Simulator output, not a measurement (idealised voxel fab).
The name of this process module is voxel ribs on slabs.
Section shown: cut. Width: 225 nm. Cell size: 5 nm, square.
The cross-sections in this document take the form of a grid made of square cells. They are written out as bands, in order from top to bottom. Each band consists of one or more rows of cells.
Quick guide to a band line: top height, bottom height (nm) up front; then every material left to right with its width in nm. Only one material and it's marked "edge to edge"? Then it fills the band edge to edge. And "empty" just means empty space.
Where do heights start? At 0: under that level the wafer as delivered is made of one material only. And the lowest band has no floor; it just carries on downward, as in "0 and below".
With a width like "30 to 40", each row of cells in the band differs from the next by the same amount, the top row carrying the first number and the bottom row the second.
Where the words "no modifications" appear for a step, the cross-section shows no cell changed by that step; every cell remained as before.
"Closed void catalog" enumerates empty spaces isolated from the top, with no open way to it, that contain at least 8 cells, giving each as width x height at distance from the left edge, all three in nm.
Heads up: the bit after the settings on a step's line is the simulator's remark on that step.
"overlay nm" on a masked step: distance the mask lay right of its planned place, negative for left.
The remainder of this document consists of a sequence of paired cross-sections. Each pair presents the cross-section prior to one process step together with the cross-section following it, the latter being rendered only as deep as the lowest band that underwent change. The intervening step, together with its settings, is stated beneath each pair. Because the pairs may originate from different runs of this module on the same starting wafer, a given pair is to be read as continuing from the preceding pair only where its entry headed "Pre-process cross-section" so indicates.

Pre-process cross-section:
> 0 and below | Si edge to edge
> Closed void catalog: none

Sectional View, Post-Process:
> 25 down to 0 | SiO2 edge to edge
> Beneath the level 0, the cross-section is identical to its previous state.
> Closed void catalog: none
To go from the before cross-section above to the after cross-section, apply DIRECTIONAL_DEP, material SiO2, thk nm 25

Pre-process cross-section: it's just the after picture from the pair right above this one.

Sectional View, Post-Process:
> 40 down to 25 | SiN edge to edge
> Beneath the level 25, the cross-section is identical to its previous state.
> Closed void catalog: none
To go from the before cross-section above to the after cross-section, apply DIRECTIONAL_DEP, material SiN, thk nm 15

Pre-process cross-section: it's just the after picture from the pair right above this one.

Sectional View, Post-Process:
> 55 down to 40 | aC edge to edge
> Beneath the level 40, the cross-section is identical to its previous state.
> Closed void catalog: none
To go from the before cross-section above to the after cross-section, apply DIRECTIONAL_DEP, material aC, thk nm 15

Pre-process cross-section: it's just the after picture from the pair right above this one.

Sectional View, Post-Process:
> 90 down to 55 | 105 of empty / 15 of resist / 105 of empty
> Beneath the level 55, the cross-section is identical to its previous state.
> Closed void catalog: none
To go from the before cross-section above to the after cross-section, apply PATTERN, tone cover, mask id RIB, material resist, width nm 15, thk nm 35, overlay nm 0

Pre-process cross-section: it's just the after picture from the pair right above this one.

Sectional View, Post-Process:
> 75 down to 55 | 105 of empty / 15 of resist / 105 of empty
> 55 down to 40 | 105 of empty / 15 of aC / 105 of empty
> Beneath the level 40, the cross-section is identical to its previous state.
> Closed void catalog: none
To go from the before cross-section above to the after cross-section, apply DIRECTIONAL_ETCH, etch materials aC, depth nm 15

Pre-process cross-section: it's just the after picture from the pair right above this one.

Sectional View, Post-Process:
> 55 down to 40 | 105 of empty / 15 of aC / 105 of empty
> Beneath the level 40, the cross-section is identical to its previous state.
> Closed void catalog: none
To go from the before cross-section above to the after cross-section, apply STRIP, etch materials resist

Pre-process cross-section: it's just the after picture from the pair right above this one.

Sectional View, Post-Process:
> 55 down to 40 | 105 of empty / 15 of aC / 105 of empty
> 40 down to 30 | 105 of empty / 15 of SiN / 105 of empty
> Beneath the level 30, the cross-section is identical to its previous state.
> Closed void catalog: none
To go from the before cross-section above to the after cross-section, apply DIRECTIONAL_ETCH, etch materials SiN, depth nm 10

Pre-process cross-section: it's just the after picture from the pair right above this one.

Sectional View, Post-Process:
> 40 down to 30 | 105 of empty / 15 of SiN / 105 of empty
> Beneath the level 30, the cross-section is identical to its previous state.
> Closed void catalog: none
To go from the before cross-section above to the after cross-section, apply STRIP, etch materials aC

Pre-process cross-section: it's just the after picture from the pair right above this one.

Sectional View, Post-Process:
> 40 down to 30 | 105 of empty / 15 of SiN / 105 of empty
> 30 down to 25 | 85 of empty / 55 of SiN / 85 of empty
> Beneath the level 25, the cross-section is identical to its previous state.
> Closed void catalog: none
To go from the before cross-section above to the after cross-section, apply MASKED_ETCH, tone cover, mask id SLAB, width nm 55, etch materials SiN, depth nm 5, overlay nm 0

Pre-process cross-section: it's just the after picture from the pair right above this one.

Sectional View, Post-Process:
> 60 down to 40 | SiO2 edge to edge
> 40 down to 30 | 105 of SiO2 / 15 of SiN / 105 of SiO2
> 30 down to 25 | 85 of SiO2 / 55 of SiN / 85 of SiO2
> Beneath the level 25, the cross-section is identical to its previous state.
> Closed void catalog: none
To go from the before cross-section above to the after cross-section, apply FILL_DEP, material SiO2, thk nm 20

Pre-process cross-section: it's just the after picture from the pair right above this one.

Sectional View, Post-Process:
> 55 down to 40 | SiO2 edge to edge
> Beneath the level 40, the cross-section is identical to its previous state.
> Closed void catalog: none
To go from the before cross-section above to the after cross-section, apply CMP, height nm 55

Pre-process cross-section: it's just the after picture from the pair right above this one.

Sectional View, Post-Process:
> 60 down to 55 | TiN edge to edge
> Beneath the level 55, the cross-section is identical to its previous state.
> Closed void catalog: none
To go from the before cross-section above to the after cross-section, apply DIRECTIONAL_DEP, material TiN, thk nm 5

Pre-process cross-section: it's just the after picture from the pair right above this one.

Sectional View, Post-Process:
> 80 down to 60 | 100 of empty / 25 of resist / 100 of empty
> Beneath the level 60, the cross-section is identical to its previous state.
> Closed void catalog: none
To go from the before cross-section above to the after cross-section, apply PATTERN, tone cover, mask id HEATER, material resist, width nm 25, thk nm 20, overlay nm 0

Pre-process cross-section: it's just the after picture from the pair right above this one.

Sectional View, Post-Process:
> 80 down to 60 | 100 of empty / 25 of resist / 100 of empty
> 60 down to 55 | 100 of empty / 25 of TiN / 100 of empty
> Beneath the level 55, the cross-section is identical to its previous state.
> Closed void catalog: none
To go from the before cross-section above to the after cross-section, apply DIRECTIONAL_ETCH, etch materials TiN, depth nm 5

Pre-process cross-section: it's just the after picture from the pair right above this one.

Sectional View, Post-Process:
> 60 down to 55 | 100 of empty / 25 of TiN / 100 of empty
> Beneath the level 55, the cross-section is identical to its previous state.
> Closed void catalog: none
To go from the before cross-section above to the after cross-section, apply STRIP, etch materials resist

Pre-process cross-section: it's just the after picture from the pair right above this one.

Sectional View, Post-Process:
> 70 down to 65 | 90 of empty / 45 of SiN / 90 of empty
> 65 down to 60 | SiN edge to edge
> 60 down to 55 | 100 of SiN / 25 of TiN / 100 of SiN
> Beneath the level 55, the cross-section is identical to its previous state.
> Closed void catalog: none
To go from the before cross-section above to the after cross-section, apply CONFORMAL_DEP, material SiN, thk nm 10

Pre-process cross-section:
> 40 down to 25 | SiN edge to edge
> 25 down to 0 | SiO2 edge to edge
> 0 and below | Si edge to edge
> Closed void catalog: none

Sectional View, Post-Process:
> 55 down to 25 | SiN edge to edge
> Beneath the level 25, the cross-section is identical to its previous state.
> Closed void catalog: none
To go from the before cross-section above to the after cross-section, apply DIRECTIONAL_DEP, material SiN, thk nm 15

Pre-process cross-section: it's just the after picture from the pair right above this one.

Sectional View, Post-Process:
> 70 down to 55 | aC edge to edge
> Beneath the level 55, the cross-section is identical to its previous state.
> Closed void catalog: none
To go from the before cross-section above to the after cross-section, apply DIRECTIONAL_DEP, material aC, thk nm 15

Pre-process cross-section: it's just the after picture from the pair right above this one.

Sectional View, Post-Process:
> 105 down to 70 | 105 of empty / 15 of resist / 105 of empty
> Beneath the level 70, the cross-section is identical to its previous state.
> Closed void catalog: none
To go from the before cross-section above to the after cross-section, apply PATTERN, tone cover, mask id RIB, material resist, width nm 15, thk nm 35, overlay nm 0

Pre-process cross-section: it's just the after picture from the pair right above this one.

Sectional View, Post-Process:
> 90 down to 70 | 105 of empty / 15 of resist / 105 of empty
> 70 down to 55 | 105 of empty / 15 of aC / 105 of empty
> Beneath the level 55, the cross-section is identical to its previous state.
> Closed void catalog: none
To go from the before cross-section above to the after cross-section, apply DIRECTIONAL_ETCH, etch materials aC, depth nm 15

Pre-process cross-section: it's just the after picture from the pair right above this one.

Sectional View, Post-Process:
> 70 down to 55 | 105 of empty / 15 of aC / 105 of empty
> Beneath the level 55, the cross-section is identical to its previous state.
> Closed void catalog: none
To go from the before cross-section above to the after cross-section, apply STRIP, etch materials resist

Pre-process cross-section: it's just the after picture from the pair right above this one.

Sectional View, Post-Process:
> 70 down to 55 | 105 of empty / 15 of aC / 105 of empty
> 55 down to 45 | 105 of empty / 15 of SiN / 105 of empty
> Beneath the level 45, the cross-section is identical to its previous state.
> Closed void catalog: none
To go from the before cross-section above to the after cross-section, apply DIRECTIONAL_ETCH, etch materials SiN, depth nm 10

Pre-process cross-section: it's just the after picture from the pair right above this one.

Sectional View, Post-Process:
> 55 down to 45 | 105 of empty / 15 of SiN / 105 of empty
> Beneath the level 45, the cross-section is identical to its previous state.
> Closed void catalog: none
To go from the before cross-section above to the after cross-section, apply STRIP, etch materials aC

Pre-process cross-section: it's just the after picture from the pair right above this one.

Sectional View, Post-Process:
> 55 down to 45 | 105 of empty / 15 of SiN / 105 of empty
> 45 down to 40 | 85 of empty / 55 of SiN / 85 of empty
> Beneath the level 40, the cross-section is identical to its previous state.
> Closed void catalog: none
To go from the before cross-section above to the after cross-section, apply MASKED_ETCH, tone cover, mask id SLAB, width nm 55, etch materials SiN, depth nm 5, overlay nm 0

Pre-process cross-section: it's just the after picture from the pair right above this one.

Sectional View, Post-Process:
> 75 down to 55 | SiO2 edge to edge
> 55 down to 45 | 105 of SiO2 / 15 of SiN / 105 of SiO2
> 45 down to 40 | 85 of SiO2 / 55 of SiN / 85 of SiO2
> Beneath the level 40, the cross-section is identical to its previous state.
> Closed void catalog: none
To go from the before cross-section above to the after cross-section, apply FILL_DEP, material SiO2, thk nm 20

Pre-process cross-section: it's just the after picture from the pair right above this one.

Sectional View, Post-Process:
> 55 down to 45 | 105 of SiO2 / 15 of SiN / 105 of SiO2
> Beneath the level 45, the cross-section is identical to its previous state.
> Closed void catalog: none
To go from the before cross-section above to the after cross-section, apply CMP, height nm 55

Pre-process cross-section: it's just the after picture from the pair right above this one.

Sectional View, Post-Process:
> 60 down to 55 | TiN edge to edge
> Beneath the level 55, the cross-section is identical to its previous state.
> Closed void catalog: none
To go from the before cross-section above to the after cross-section, apply DIRECTIONAL_DEP, material TiN, thk nm 5

Pre-process cross-section: it's just the after picture from the pair right above this one.

Sectional View, Post-Process:
> 80 down to 60 | 100 of empty / 25 of resist / 100 of empty
> Beneath the level 60, the cross-section is identical to its previous state.
> Closed void catalog: none
To go from the before cross-section above to the after cross-section, apply PATTERN, tone cover, mask id HEATER, material resist, width nm 25, thk nm 20, overlay nm 0

Pre-process cross-section: it's just the after picture from the pair right above this one.

Sectional View, Post-Process:
> 80 down to 60 | 100 of empty / 25 of resist / 100 of empty
> 60 down to 55 | 100 of empty / 25 of TiN / 100 of empty
> Beneath the level 55, the cross-section is identical to its previous state.
> Closed void catalog: none
To go from the before cross-section above to the after cross-section, apply DIRECTIONAL_ETCH, etch materials TiN, depth nm 5

Pre-process cross-section: it's just the after picture from the pair right above this one.

Sectional View, Post-Process:
> 60 down to 55 | 100 of empty / 25 of TiN / 100 of empty
> Beneath the level 55, the cross-section is identical to its previous state.
> Closed void catalog: none
To go from the before cross-section above to the after cross-section, apply STRIP, etch materials resist

Pre-process cross-section: it's just the after picture from the pair right above this one.

Sectional View, Post-Process:
> 70 down to 65 | 90 of empty / 45 of SiN / 90 of empty
> 65 down to 60 | SiN edge to edge
> 60 down to 55 | 100 of SiN / 25 of TiN / 100 of SiN
> Beneath the level 55, the cross-section is identical to its previous state.
> Closed void catalog: none
To go from the before cross-section above to the after cross-section, apply CONFORMAL_DEP, material SiN, thk nm 10

Pre-process cross-section:
> 0 and below | Si edge to edge
> Closed void catalog: none

Sectional View, Post-Process:
> 15 down to 0 | SiN edge to edge
> Beneath the level 0, the cross-section is identical to its previous state.
> Closed void catalog: none
To go from the before cross-section above to the after cross-section, apply DIRECTIONAL_DEP, material SiN, thk nm 15

Pre-process cross-section: it's just the after picture from the pair right above this one.

Sectional View, Post-Process:
> 40 down to 15 | SiO2 edge to edge
> Beneath the level 15, the cross-section is identical to its previous state.
> Closed void catalog: none
To go from the before cross-section above to the after cross-section, apply DIRECTIONAL_DEP, material SiO2, thk nm 25

Pre-process cross-section: it's just the after picture from the pair right above this one.

Sectional View, Post-Process:
> 55 down to 40 | aC edge to edge
> Beneath the level 40, the cross-section is identical to its previous state.
> Closed void catalog: none
To go from the before cross-section above to the after cross-section, apply DIRECTIONAL_DEP, material aC, thk nm 15

Pre-process cross-section: it's just the after picture from the pair right above this one.

Sectional View, Post-Process:
> 90 down to 55 | 105 of empty / 15 of resist / 105 of empty
> Beneath the level 55, the cross-section is identical to its previous state.
> Closed void catalog: none
To go from the before cross-section above to the after cross-section, apply PATTERN, tone cover, mask id RIB, material resist, width nm 15, thk nm 35, overlay nm 0

Pre-process cross-section: it's just the after picture from the pair right above this one.

Sectional View, Post-Process:
> 75 down to 55 | 105 of empty / 15 of resist / 105 of empty
> 55 down to 40 | 105 of empty / 15 of aC / 105 of empty
> Beneath the level 40, the cross-section is identical to its previous state.
> Closed void catalog: none
To go from the before cross-section above to the after cross-section, apply DIRECTIONAL_ETCH, etch materials aC, depth nm 15

Pre-process cross-section: it's just the after picture from the pair right above this one.

Sectional View, Post-Process:
> 55 down to 40 | 105 of empty / 15 of aC / 105 of empty
> Beneath the level 40, the cross-section is identical to its previous state.
> Closed void catalog: none
To go from the before cross-section above to the after cross-section, apply STRIP, etch materials resist

Pre-process cross-section: it's just the after picture from the pair right above this one.

Sectional View, Post-Process:
> 40 down to 15 | SiO2 edge to edge
> Beneath the level 15, the cross-section is identical to its previous state.
> Closed void catalog: none
To go from the before cross-section above to the after cross-section, apply STRIP, etch materials aC

Pre-process cross-section: it's just the after picture from the pair right above this one.

Sectional View, Post-Process:
> 60 down to 15 | SiO2 edge to edge
> Beneath the level 15, the cross-section is identical to its previous state.
> Closed void catalog: none
To go from the before cross-section above to the after cross-section, apply FILL_DEP, material SiO2, thk nm 20

Pre-process cross-section: it's just the after picture from the pair right above this one.

Sectional View, Post-Process:
> 55 down to 15 | SiO2 edge to edge
> Beneath the level 15, the cross-section is identical to its previous state.
> Closed void catalog: none
To go from the before cross-section above to the after cross-section, apply CMP, height nm 55

Pre-process cross-section: it's just the after picture from the pair right above this one.

Sectional View, Post-Process:
> 60 down to 55 | TiN edge to edge
> Beneath the level 55, the cross-section is identical to its previous state.
> Closed void catalog: none
To go from the before cross-section above to the after cross-section, apply DIRECTIONAL_DEP, material TiN, thk nm 5

Pre-process cross-section: it's just the after picture from the pair right above this one.

Sectional View, Post-Process:
> 80 down to 60 | 100 of empty / 25 of resist / 100 of empty
> Beneath the level 60, the cross-section is identical to its previous state.
> Closed void catalog: none
To go from the before cross-section above to the after cross-section, apply PATTERN, tone cover, mask id HEATER, material resist, width nm 25, thk nm 20, overlay nm 0

Pre-process cross-section: it's just the after picture from the pair right above this one.

Sectional View, Post-Process:
> 80 down to 60 | 100 of empty / 25 of resist / 100 of empty
> 60 down to 55 | 100 of empty / 25 of TiN / 100 of empty
> Beneath the level 55, the cross-section is identical to its previous state.
> Closed void catalog: none
To go from the before cross-section above to the after cross-section, apply DIRECTIONAL_ETCH, etch materials TiN, depth nm 5

Pre-process cross-section: it's just the after picture from the pair right above this one.

Sectional View, Post-Process:
> 60 down to 55 | 100 of empty / 25 of TiN / 100 of empty
> Beneath the level 55, the cross-section is identical to its previous state.
> Closed void catalog: none
To go from the before cross-section above to the after cross-section, apply STRIP, etch materials resist

Pre-process cross-section: it's just the after picture from the pair right above this one.

Sectional View, Post-Process:
> 70 down to 65 | 90 of empty / 45 of SiN / 90 of empty
> 65 down to 60 | SiN edge to edge
> 60 down to 55 | 100 of SiN / 25 of TiN / 100 of SiN
> Beneath the level 55, the cross-section is identical to its previous state.
> Closed void catalog: none
To go from the before cross-section above to the after cross-section, apply CONFORMAL_DEP, material SiN, thk nm 10

Pre-process cross-section:
> 0 and below | Si edge to edge
> Closed void catalog: none

Sectional View, Post-Process:
> 35 down to 0 | SiO2 edge to edge
> Beneath the level 0, the cross-section is identical to its previous state.
> Closed void catalog: none
To go from the before cross-section above to the after cross-section, apply DIRECTIONAL_DEP, material SiO2, thk nm 35

Pre-process cross-section: it's just the after picture from the pair right above this one.

Sectional View, Post-Process:
> 50 down to 35 | SiN edge to edge
> Beneath the level 35, the cross-section is identical to its previous state.
> Closed void catalog: none
To go from the before cross-section above to the after cross-section, apply DIRECTIONAL_DEP, material SiN, thk nm 15

Pre-process cross-section: it's just the after picture from the pair right above this one.

Sectional View, Post-Process:
> 65 down to 50 | aC edge to edge
> Beneath the level 50, the cross-section is identical to its previous state.
> Closed void catalog: none
To go from the before cross-section above to the after cross-section, apply DIRECTIONAL_DEP, material aC, thk nm 15

Pre-process cross-section: it's just the after picture from the pair right above this one.

Sectional View, Post-Process:
> 100 down to 65 | 105 of empty / 15 of resist / 105 of empty
> Beneath the level 65, the cross-section is identical to its previous state.
> Closed void catalog: none
To go from the before cross-section above to the after cross-section, apply PATTERN, tone cover, mask id RIB, material resist, width nm 15, thk nm 35, overlay nm 0

Pre-process cross-section: it's just the after picture from the pair right above this one.

Sectional View, Post-Process:
> 85 down to 65 | 105 of empty / 15 of resist / 105 of empty
> 65 down to 50 | 105 of empty / 15 of aC / 105 of empty
> Beneath the level 50, the cross-section is identical to its previous state.
> Closed void catalog: none
To go from the before cross-section above to the after cross-section, apply DIRECTIONAL_ETCH, etch materials aC, depth nm 15

Pre-process cross-section: it's just the after picture from the pair right above this one.

Sectional View, Post-Process:
> 65 down to 50 | 105 of empty / 15 of aC / 105 of empty
> Beneath the level 50, the cross-section is identical to its previous state.
> Closed void catalog: none
To go from the before cross-section above to the after cross-section, apply STRIP, etch materials resist

Pre-process cross-section: it's just the after picture from the pair right above this one.

Sectional View, Post-Process:
> 65 down to 50 | 105 of empty / 15 of aC / 105 of empty
> 50 down to 40 | 105 of empty / 15 of SiN / 105 of empty
> Beneath the level 40, the cross-section is identical to its previous state.
> Closed void catalog: none
To go from the before cross-section above to the after cross-section, apply DIRECTIONAL_ETCH, etch materials SiN, depth nm 10

Pre-process cross-section: it's just the after picture from the pair right above this one.

Sectional View, Post-Process:
> 50 down to 40 | 105 of empty / 15 of SiN / 105 of empty
> Beneath the level 40, the cross-section is identical to its previous state.
> Closed void catalog: none
To go from the before cross-section above to the after cross-section, apply STRIP, etch materials aC

Pre-process cross-section: it's just the after picture from the pair right above this one.

Sectional View, Post-Process:
> 50 down to 40 | 105 of empty / 15 of SiN / 105 of empty
> 40 down to 35 | 85 of empty / 55 of SiN / 85 of empty
> Beneath the level 35, the cross-section is identical to its previous state.
> Closed void catalog: none
To go from the before cross-section above to the after cross-section, apply MASKED_ETCH, tone cover, mask id SLAB, width nm 55, etch materials SiN, depth nm 5, overlay nm 0

Pre-process cross-section: it's just the after picture from the pair right above this one.

Sectional View, Post-Process:
> 70 down to 50 | SiO2 edge to edge
> 50 down to 40 | 105 of SiO2 / 15 of SiN / 105 of SiO2
> 40 down to 35 | 85 of SiO2 / 55 of SiN / 85 of SiO2
> Beneath the level 35, the cross-section is identical to its previous state.
> Closed void catalog: none
To go from the before cross-section above to the after cross-section, apply FILL_DEP, material SiO2, thk nm 20

Pre-process cross-section: it's just the after picture from the pair right above this one.

Sectional View, Post-Process:
> 55 down to 50 | SiO2 edge to edge
> Beneath the level 50, the cross-section is identical to its previous state.
> Closed void catalog: none
To go from the before cross-section above to the after cross-section, apply CMP, height nm 55

Pre-process cross-section: it's just the after picture from the pair right above this one.

Sectional View, Post-Process:
> 60 down to 55 | TiN edge to edge
> Beneath the level 55, the cross-section is identical to its previous state.
> Closed void catalog: none
To go from the before cross-section above to the after cross-section, apply DIRECTIONAL_DEP, material TiN, thk nm 5

Pre-process cross-section: it's just the after picture from the pair right above this one.

Sectional View, Post-Process:
> 80 down to 60 | 100 of empty / 25 of resist / 100 of empty
> Beneath the level 60, the cross-section is identical to its previous state.
> Closed void catalog: none
To go from the before cross-section above to the after cross-section, apply PATTERN, tone cover, mask id HEATER, material resist, width nm 25, thk nm 20, overlay nm 0

Pre-process cross-section: it's just the after picture from the pair right above this one.

Sectional View, Post-Process:
> 80 down to 60 | 100 of empty / 25 of resist / 100 of empty
> 60 down to 55 | 100 of empty / 25 of TiN / 100 of empty
> Beneath the level 55, the cross-section is identical to its previous state.
> Closed void catalog: none
To go from the before cross-section above to the after cross-section, apply DIRECTIONAL_ETCH, etch materials TiN, depth nm 5

Pre-process cross-section: it's just the after picture from the pair right above this one.

Sectional View, Post-Process:
> 60 down to 55 | 100 of empty / 25 of TiN / 100 of empty
> Beneath the level 55, the cross-section is identical to its previous state.
> Closed void catalog: none
To go from the before cross-section above to the after cross-section, apply STRIP, etch materials resist

Pre-process cross-section: it's just the after picture from the pair right above this one.

Sectional View, Post-Process:
> 70 down to 65 | 90 of empty / 45 of SiN / 90 of empty
> 65 down to 60 | SiN edge to edge
> 60 down to 55 | 100 of SiN / 25 of TiN / 100 of SiN
> Beneath the level 55, the cross-section is identical to its previous state.
> Closed void catalog: none
To go from the before cross-section above to the after cross-section, apply CONFORMAL_DEP, material SiN, thk nm 10

Pre-process cross-section:
> 40 down to 30 | 105 of empty / 15 of SiN / 105 of empty
> 30 down to 25 | SiN edge to edge
> 25 down to 0 | SiO2 edge to edge
> 0 and below | Si edge to edge
> Closed void catalog: none

Sectional View, Post-Process:
> 40 down to 30 | 105 of empty / 15 of SiN / 105 of empty
> 30 down to 25 | 90 of empty / 50 of SiN / 85 of empty
> Beneath the level 25, the cross-section is identical to its previous state.
> Closed void catalog: none
To go from the before cross-section above to the after cross-section, apply MASKED_ETCH, tone cover, mask id SLAB, width nm 50, etch materials SiN, depth nm 5, overlay nm 0

Pre-process cross-section: it's just the after picture from the pair right above this one.

Sectional View, Post-Process:
> 60 down to 40 | SiO2 edge to edge
> 40 down to 30 | 105 of SiO2 / 15 of SiN / 105 of SiO2
> 30 down to 25 | 90 of SiO2 / 50 of SiN / 85 of SiO2
> Beneath the level 25, the cross-section is identical to its previous state.
> Closed void catalog: none
To go from the before cross-section above to the after cross-section, apply FILL_DEP, material SiO2, thk nm 20

Pre-process cross-section: it's just the after picture from the pair right above this one.

Sectional View, Post-Process:
> 55 down to 40 | SiO2 edge to edge
> Beneath the level 40, the cross-section is identical to its previous state.
> Closed void catalog: none
To go from the before cross-section above to the after cross-section, apply CMP, height nm 55

Pre-process cross-section: it's just the after picture from the pair right above this one.

Sectional View, Post-Process:
> 60 down to 55 | TiN edge to edge
> Beneath the level 55, the cross-section is identical to its previous state.
> Closed void catalog: none
To go from the before cross-section above to the after cross-section, apply DIRECTIONAL_DEP, material TiN, thk nm 5

Pre-process cross-section: it's just the after picture from the pair right above this one.

Sectional View, Post-Process:
> 80 down to 60 | 100 of empty / 25 of resist / 100 of empty
> Beneath the level 60, the cross-section is identical to its previous state.
> Closed void catalog: none
To go from the before cross-section above to the after cross-section, apply PATTERN, tone cover, mask id HEATER, material resist, width nm 25, thk nm 20, overlay nm 0

Pre-process cross-section: it's just the after picture from the pair right above this one.

Sectional View, Post-Process:
> 80 down to 60 | 100 of empty / 25 of resist / 100 of empty
> 60 down to 55 | 100 of empty / 25 of TiN / 100 of empty
> Beneath the level 55, the cross-section is identical to its previous state.
> Closed void catalog: none
To go from the before cross-section above to the after cross-section, apply DIRECTIONAL_ETCH, etch materials TiN, depth nm 5

Pre-process cross-section: it's just the after picture from the pair right above this one.

Sectional View, Post-Process:
> 60 down to 55 | 100 of empty / 25 of TiN / 100 of empty
> Beneath the level 55, the cross-section is identical to its previous state.
> Closed void catalog: none
To go from the before cross-section above to the after cross-section, apply STRIP, etch materials resist

Pre-process cross-section: it's just the after picture from the pair right above this one.

Sectional View, Post-Process:
> 70 down to 65 | 90 of empty / 45 of SiN / 90 of empty
> 65 down to 60 | SiN edge to edge
> 60 down to 55 | 100 of SiN / 25 of TiN / 100 of SiN
> Beneath the level 55, the cross-section is identical to its previous state.
> Closed void catalog: none
To go from the before cross-section above to the after cross-section, apply CONFORMAL_DEP, material SiN, thk nm 10

Pre-process cross-section:
> 55 down to 40 | aC edge to edge
> 40 down to 25 | SiN edge to edge
> 25 down to 0 | SiO2 edge to edge
> 0 and below | Si edge to edge
> Closed void catalog: none

Sectional View, Post-Process:
> 90 down to 55 | 95 of empty / 15 of resist / 115 of empty
> Beneath the level 55, the cross-section is identical to its previous state.
> Closed void catalog: none
To go from the before cross-section above to the after cross-section, apply PATTERN, tone cover, mask id RIB, material resist, width nm 15, thk nm 35, overlay nm -10

Pre-process cross-section: it's just the after picture from the pair right above this one.

Sectional View, Post-Process:
> 75 down to 55 | 95 of empty / 15 of resist / 115 of empty
> 55 down to 40 | 95 of empty / 15 of aC / 115 of empty
> Beneath the level 40, the cross-section is identical to its previous state.
> Closed void catalog: none
To go from the before cross-section above to the after cross-section, apply DIRECTIONAL_ETCH, etch materials aC, depth nm 15

Pre-process cross-section: it's just the after picture from the pair right above this one.

Sectional View, Post-Process:
> 55 down to 40 | 95 of empty / 15 of aC / 115 of empty
> Beneath the level 40, the cross-section is identical to its previous state.
> Closed void catalog: none
To go from the before cross-section above to the after cross-section, apply STRIP, etch materials resist

Pre-process cross-section: it's just the after picture from the pair right above this one.

Sectional View, Post-Process:
> 55 down to 40 | 95 of empty / 15 of aC / 115 of empty
> 40 down to 30 | 95 of empty / 15 of SiN / 115 of empty
> Beneath the level 30, the cross-section is identical to its previous state.
> Closed void catalog: none
To go from the before cross-section above to the after cross-section, apply DIRECTIONAL_ETCH, etch materials SiN, depth nm 10

Pre-process cross-section: it's just the after picture from the pair right above this one.

Sectional View, Post-Process:
> 40 down to 30 | 95 of empty / 15 of SiN / 115 of empty
> Beneath the level 30, the cross-section is identical to its previous state.
> Closed void catalog: none
To go from the before cross-section above to the after cross-section, apply STRIP, etch materials aC

Pre-process cross-section: it's just the after picture from the pair right above this one.

Sectional View, Post-Process:
> 40 down to 30 | 95 of empty / 15 of SiN / 115 of empty
> 30 down to 25 | 85 of empty / 55 of SiN / 85 of empty
> Beneath the level 25, the cross-section is identical to its previous state.
> Closed void catalog: none
To go from the before cross-section above to the after cross-section, apply MASKED_ETCH, tone cover, mask id SLAB, width nm 55, etch materials SiN, depth nm 5, overlay nm 0

Pre-process cross-section: it's just the after picture from the pair right above this one.

Sectional View, Post-Process:
> 60 down to 40 | SiO2 edge to edge
> 40 down to 30 | 95 of SiO2 / 15 of SiN / 115 of SiO2
> 30 down to 25 | 85 of SiO2 / 55 of SiN / 85 of SiO2
> Beneath the level 25, the cross-section is identical to its previous state.
> Closed void catalog: none
To go from the before cross-section above to the after cross-section, apply FILL_DEP, material SiO2, thk nm 20

Pre-process cross-section: it's just the after picture from the pair right above this one.

Sectional View, Post-Process:
> 55 down to 40 | SiO2 edge to edge
> Beneath the level 40, the cross-section is identical to its previous state.
> Closed void catalog: none
To go from the before cross-section above to the after cross-section, apply CMP, height nm 55

Pre-process cross-section: it's just the after picture from the pair right above this one.

Sectional View, Post-Process:
> 60 down to 55 | TiN edge to edge
> Beneath the level 55, the cross-section is identical to its previous state.
> Closed void catalog: none
To go from the before cross-section above to the after cross-section, apply DIRECTIONAL_DEP, material TiN, thk nm 5

Pre-process cross-section: it's just the after picture from the pair right above this one.

Sectional View, Post-Process:
> 80 down to 60 | 100 of empty / 25 of resist / 100 of empty
> Beneath the level 60, the cross-section is identical to its previous state.
> Closed void catalog: none
To go from the before cross-section above to the after cross-section, apply PATTERN, tone cover, mask id HEATER, material resist, width nm 25, thk nm 20, overlay nm 0

Pre-process cross-section: it's just the after picture from the pair right above this one.

Sectional View, Post-Process:
> 80 down to 60 | 100 of empty / 25 of resist / 100 of empty
> 60 down to 55 | 100 of empty / 25 of TiN / 100 of empty
> Beneath the level 55, the cross-section is identical to its previous state.
> Closed void catalog: none
To go from the before cross-section above to the after cross-section, apply DIRECTIONAL_ETCH, etch materials TiN, depth nm 5

Pre-process cross-section: it's just the after picture from the pair right above this one.

Sectional View, Post-Process:
> 60 down to 55 | 100 of empty / 25 of TiN / 100 of empty
> Beneath the level 55, the cross-section is identical to its previous state.
> Closed void catalog: none
To go from the before cross-section above to the after cross-section, apply STRIP, etch materials resist

Pre-process cross-section: it's just the after picture from the pair right above this one.

Sectional View, Post-Process:
> 70 down to 65 | 90 of empty / 45 of SiN / 90 of empty
> 65 down to 60 | SiN edge to edge
> 60 down to 55 | 100 of SiN / 25 of TiN / 100 of SiN
> Beneath the level 55, the cross-section is identical to its previous state.
> Closed void catalog: none
To go from the before cross-section above to the after cross-section, apply CONFORMAL_DEP, material SiN, thk nm 10

Pre-process cross-section:
> 60 down to 55 | 100 of empty / 25 of TiN / 100 of empty
> 55 down to 40 | SiO2 edge to edge
> 40 down to 30 | 105 of SiO2 / 15 of SiN / 105 of SiO2
> 30 down to 25 | 85 of SiO2 / 55 of SiN / 85 of SiO2
> 25 down to 0 | SiO2 edge to edge
> 0 and below | Si edge to edge
> Closed void catalog: none

Sectional View, Post-Process:
> 70 down to 65 | 90 of empty / 45 of TiN / 90 of empty
> 65 down to 55 | TiN edge to edge
> Beneath the level 55, the cross-section is identical to its previous state.
> Closed void catalog: none
To go from the before cross-section above to the after cross-section, apply CONFORMAL_DEP, material TiN, thk nm 10

Pre-process cross-section:
> 40 down to 30 | 105 of empty / 15 of SiN / 105 of empty
> 30 down to 25 | SiN edge to edge
> 25 down to 0 | SiO2 edge to edge
> 0 and below | Si edge to edge
> Closed void catalog: none

Sectional View, Post-Process:
> 35 down to 30 | 105 of empty / 15 of SiN / 105 of empty
> 30 down to 25 | 85 of SiN / 20 of empty / 15 of SiN / 20 of empty / 85 of SiN
> Beneath the level 25, the cross-section is identical to its previous state.
> Closed void catalog: none
To go from the before cross-section above to the after cross-section, apply MASKED_ETCH, tone open, mask id SLAB, width nm 55, etch materials SiN, depth nm 5, overlay nm 0
